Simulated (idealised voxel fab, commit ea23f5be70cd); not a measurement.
Process module, titled voxel transistor to metal
Each square cell in cross-section cut measures 5 nm, and the section as a whole is 145 nm wide.
In what follows, cross-sections appear as grids of square cells, described through bands that run from the top down, where every band is one or more rows of cells.
Band: top and bottom heights (nm) first, top before bottom; then materials from left to right, widths in nm. "all across" marks a sole material filling the band edge to edge. "blank" denotes empty space.
Note: height 0 marks the level under which the wafer is uniformly one material as received. Lowest band unbounded below, written "0 down".
You'd read "30..40" like this: the band's top row of cells is as wide as the first number, its bottom row is as wide as the second, and going down, every row changes width by the same amount as the row before did.
No cell of the cross-section changed in a step that is given as "identical to before".
Closed-off voids of 8+ cells (no open route to the top) go in "Closed void table", written width x height at distance from the left edge, in nm.
It should be noted that, on the line of a given step, the content following the step's settings is a remark produced by the simulator itself with respect to that step.
"overlay nm", when on a step's line for a step with a mask, measures how far to the right of its planned place the mask lay; a negative measure means to the left.
## The following list gives the planned process steps
| 1 | RECEIVE | material Si |
| 2 | CONFORMAL_DEP | material SiO2 | thk nm 5 |
| 3 | CONFORMAL_DEP | material SiN | thk nm 10 |
| 4 | MASKED_ETCH | tone cover | mask id ACTIVE | width nm 95 | etch materials SiN | depth nm 10 | overlay nm 0 |
| 5 | MASKED_ETCH | tone cover | mask id ACTIVE | width nm 95 | etch materials SiO2 | depth nm 5 | overlay nm 0 |
| 6 | MASKED_ETCH | tone cover | mask id ACTIVE | width nm 95 | etch materials Si | depth nm 35 | overlay nm 0 |
| 7 | OXIDIZE | depth nm 5 |
| 8 | FILL_DEP | material SiO2 | thk nm 15 |
| 9 | CMP | height nm 15 |
| 10 | SELECTIVE_ETCH | etch materials SiO2 | depth nm 10 |
| 11 | STRIP | etch materials SiN |
| 12 | SELECTIVE_ETCH | etch materials SiO2 | depth nm 5 |
| 13 | OXIDIZE | depth nm 5 |
| 14 | DIRECTIONAL_DEP | material polySi | thk nm 30 |
| 15 | DIRECTIONAL_DEP | material SiCN | thk nm 10 |
| 16 | MASKED_ETCH | tone cover | mask id GATE | width nm 25 | etch materials SiCN | depth nm 20 | overlay nm 0 |
| 17 | MASKED_ETCH | tone cover | mask id GATE | width nm 25 | etch materials polySi | depth nm 40 | overlay nm 0 |
| 18 | CONFORMAL_DEP | material SiN | thk nm 5 |
| 19 | DIRECTIONAL_ETCH | etch materials SiN | depth nm 5 |
| 20 | DIRECTIONAL_ETCH | etch materials SiO2 | depth nm 5 |
| 21 | EPI | material SiGe | thk nm 5 |
| 22 | FILL_DEP | material SiO2 | thk nm 5 |
| 23 | CMP | height nm 40 |
| 24 | DIRECTIONAL_DEP | material SiO2 | thk nm 10 |
| 25 | PATTERN | tone open | mask id CONTACT | material resist | width nm 15 | pitch nm 70 | thk nm 20 | overlay nm 0 |
| 26 | DIRECTIONAL_ETCH | etch materials SiO2 | depth nm 50 |
| 27 | STRIP | etch materials resist |
| 28 | CONFORMAL_DEP | material TiN | thk nm 5 |
| 29 | FILL_DEP | material W | thk nm 10 |
| 30 | CMP | height nm 50 |
| 31 | CONFORMAL_DEP | material SiCN | thk nm 5 |
| 32 | DIRECTIONAL_DEP | material lowk | thk nm 25 |
| 33 | DIRECTIONAL_DEP | material aC | thk nm 15 |
| 34 | PATTERN | tone open | mask id METAL_1 | material resist | width nm 15 | pitch nm 70 | thk nm 30 | overlay nm 0 |
| 35 | DIRECTIONAL_ETCH | etch materials aC | depth nm 15 |
| 36 | STRIP | etch materials resist |
| 37 | DIRECTIONAL_ETCH | etch materials lowk | depth nm 25 |
| 38 | DIRECTIONAL_ETCH | etch materials SiCN | depth nm 5 |
| 39 | STRIP | etch materials aC |
| 40 | CONFORMAL_DEP | material TiN | thk nm 5 |
| 41 | FILL_DEP | material Ru | thk nm 10 |
| 42 | CMP | height nm 80 |
| 43 | CONFORMAL_DEP | material SiCN | thk nm 5 |
| 44 | DIRECTIONAL_DEP | material lowk | thk nm 35 |
| 45 | PATTERN | tone open | mask id METAL_2 | material resist | width nm 15 | pitch nm 70 | thk nm 15 | overlay nm 0 |
| 46 | DIRECTIONAL_ETCH | etch materials lowk | depth nm 20 |
| 47 | STRIP | etch materials resist |
| 48 | MASKED_ETCH | tone open | mask id METAL_2_HOLES | width nm 15 | pitch nm 70 | etch materials lowk | depth nm 15 | overlay nm 0 |
| 49 | MASKED_ETCH | tone open | mask id METAL_2_HOLES | width nm 15 | pitch nm 70 | etch materials SiCN | depth nm 5 | overlay nm 0 |
| 50 | CONFORMAL_DEP | material TiN | thk nm 5 |
| 51 | FILL_DEP | material Ru | thk nm 10 |
| 52 | CMP | height nm 120 |
| 53 | CONFORMAL_DEP | material SiN | thk nm 5 |
The plan shows the thk nm of step 40 as the first wafer had it; this setting differs between the wafers, which start out alike.
## Cross-sectional view of the first of several wafers in the as-received condition, corresponding to the state following step 1
> 0 down = Si all across
> Closed void table: none
## Cross-section, first of several wafers, end of module, after last step 53
> 125 to 120 = SiN all across
> 120 to 85 = lowk 30 | TiN 5 | Ru 5 | TiN 5 | lowk 55 | TiN 5 | Ru 5 | TiN 5 | lowk 30
> 85 to 80 = SiCN 30 | TiN 15 | SiCN 55 | TiN 15 | SiCN 30
> 80 to 55 = lowk 30 | TiN 5 | Ru 5 | TiN 5 | lowk 55 | TiN 5 | Ru 5 | TiN 5 | lowk 30
> 55 to 50 = SiCN 30 | TiN 15 | SiCN 55 | TiN 15 | SiCN 30
> 50 to 40 = SiO2 30 | TiN 5 | W 5 | TiN 5 | SiO2 55 | TiN 5 | W 5 | TiN 5 | SiO2 30
> 40 to 30 = SiO2 30 | TiN 5 | W 5 | TiN 5 | SiO2 10 | SiN 5 | SiCN 25 | SiN 5 | SiO2 10 | TiN 5 | W 5 | TiN 5 | SiO2 30
> 30 to 5 = SiO2 30 | TiN 5 | W 5 | TiN 5 | SiO2 10 | SiN 5 | polySi 25 | SiN 5 | SiO2 10 | TiN 5 | W 5 | TiN 5 | SiO2 30
> 5 to 0 = SiO2 30 | TiN 15 | SiO2 10 | SiN 5 | polySi 25 | SiN 5 | SiO2 10 | TiN 15 | SiO2 30
> 0 to -5 = SiO2 25 | SiGe 30 | SiO2 35 | SiGe 30 | SiO2 25
> -5 to -40 = SiO2 30 | Si 85 | SiO2 30
> -40 down = Si all across
> Closed void table: none
## Cross-sectional view of the final wafer of several at the module's end
> 125 to 120 = SiN all across
> 120 to 85 = lowk 30 | TiN 5 | Ru 5 | TiN 5 | lowk 55 | TiN 5 | Ru 5 | TiN 5 | lowk 30
> 85 to 80 = SiCN 30 | TiN 15 | SiCN 55 | TiN 15 | SiCN 30
> 80 to 55 = lowk 30 | TiN 15 | lowk 55 | TiN 15 | lowk 30
> 55 to 50 = SiCN 30 | TiN 15 | SiCN 55 | TiN 15 | SiCN 30
> 50 to 40 = SiO2 30 | TiN 5 | W 5 | TiN 5 | SiO2 55 | TiN 5 | W 5 | TiN 5 | SiO2 30
> 40 to 30 = SiO2 30 | TiN 5 | W 5 | TiN 5 | SiO2 10 | SiN 5 | SiCN 25 | SiN 5 | SiO2 10 | TiN 5 | W 5 | TiN 5 | SiO2 30
> 30 to 5 = SiO2 30 | TiN 5 | W 5 | TiN 5 | SiO2 10 | SiN 5 | polySi 25 | SiN 5 | SiO2 10 | TiN 5 | W 5 | TiN 5 | SiO2 30
> 5 to 0 = SiO2 30 | TiN 15 | SiO2 10 | SiN 5 | polySi 25 | SiN 5 | SiO2 10 | TiN 15 | SiO2 30
> 0 to -5 = SiO2 25 | SiGe 30 | SiO2 35 | SiGe 30 | SiO2 25
> -5 to -40 = SiO2 30 | Si 85 | SiO2 30
> -40 down = Si all across
> Closed void table: none
## Per-wafer rows below. For each material: cells gained (+) or lost (-) since the wafer was received, as of end of module. Then: closed voids
thk nm 5; +24 Ru; -113 Si; +56 SiCN; +12 SiGe; +45 SiN; +275 SiO2; +102 TiN; +18 W; +276 lowk; +30 polySi; Closed void table: none
thk nm 10; +14 Ru; -113 Si; +56 SiCN; +12 SiGe; +45 SiN; +275 SiO2; +112 TiN; +18 W; +276 lowk; +30 polySi; Closed void table: none
thk nm 15; +14 Ru; -113 Si; +56 SiCN; +12 SiGe; +45 SiN; +275 SiO2; +112 TiN; +18 W; +276 lowk; +30 polySi; Closed void table: none
thk nm 20; +14 Ru; -113 Si; +56 SiCN; +12 SiGe; +45 SiN; +275 SiO2; +112 TiN; +18 W; +276 lowk; +30 polySi; Closed void table: none
